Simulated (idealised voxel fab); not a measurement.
Process module, titled voxel trench capacitor
Cross-section cut spans 260 nm and uses square cells 5 nm in size.
Bands, listed from the top down, are how a cross-section gets written in this document; the cross-section itself is a grid of square cells, and a band is one or more rows of them. Within each band entry, the heights of the top and of the bottom of the band appear first, in that order and in nm; the materials of the band then follow from left to right, each with its corresponding width in nm. The designation "everywhere" on a single material indicates that it fills the band from edge to edge; the designation "blank" indicates empty space. For the purposes of this specification, 0 denotes the height below which the wafer in its as-received condition is composed wholly of one material, and the lowermost band, lacking a lower limit, extends downward without end, as expressed in "0 and below". A width given as "30->40" starts at the first number in the band's top row and ends at the second number in its bottom row, shifting by an equal amount at every step from row to row. Any step labelled "no modification" changed none of the cells in the cross-section. Listed in "Entrapped void list": every empty space of 8 or more cells without an open way to the top. Form: width x height at distance, the distance being from the left edge, all in nm. Past the settings on a step's line: simulator remark, on that step. overlay nm: step with mask; distance mask lay right of planned place; negative value = left of planned place.
## Steps in the process plan
1,RECEIVE | material Si
2,CONFORMAL_DEP | material SiN | thk nm 5
3,PATTERN | tone open | mask id TRENCH | material resist | width nm 15 | pitch nm 30 | thk nm 20 | overlay nm -15
4,DIRECTIONAL_ETCH | etch materials SiN | depth nm 5
5,DIRECTIONAL_ETCH | etch materials Si | depth nm 35
6,STRIP | etch materials resist
7,CONFORMAL_DEP | material SiO2 | thk nm 5
8,FILL_DEP | material polySi | thk nm 5
9,CMP | height nm 5
The wafers in this document start out alike and differ in the overlay nm applied at step 3; the plan shows the value used for the first wafer.
## First of several wafers, received after step 1, in cross-section
- 0 and below = Si everywhere
- Entrapped void list: none
## Here is how to read the rows: every wafer has a row, and it shows the wafer at the end of the module, giving for each material how many cells were gained (+) or lost (-) since the wafer was received, then listing its closed voids
overlay nm -15; -63 Si; +43 SiN; +51 SiO2; +21 polySi; Entrapped void list: none
overlay nm -10; -63 Si; +43 SiN; +51 SiO2; +21 polySi; Entrapped void list: none
overlay nm -5; -63 Si; +43 SiN; +51 SiO2; +21 polySi; Entrapped void list: none
overlay nm 0; -63 Si; +43 SiN; +51 SiO2; +21 polySi; Entrapped void list: none
overlay nm 5; -63 Si; +43 SiN; +51 SiO2; +21 polySi; Entrapped void list: none
overlay nm 10; -63 Si; +43 SiN; +51 SiO2; +21 polySi; Entrapped void list: none
overlay nm 15; -63 Si; +43 SiN; +51 SiO2; +21 polySi; Entrapped void list: none
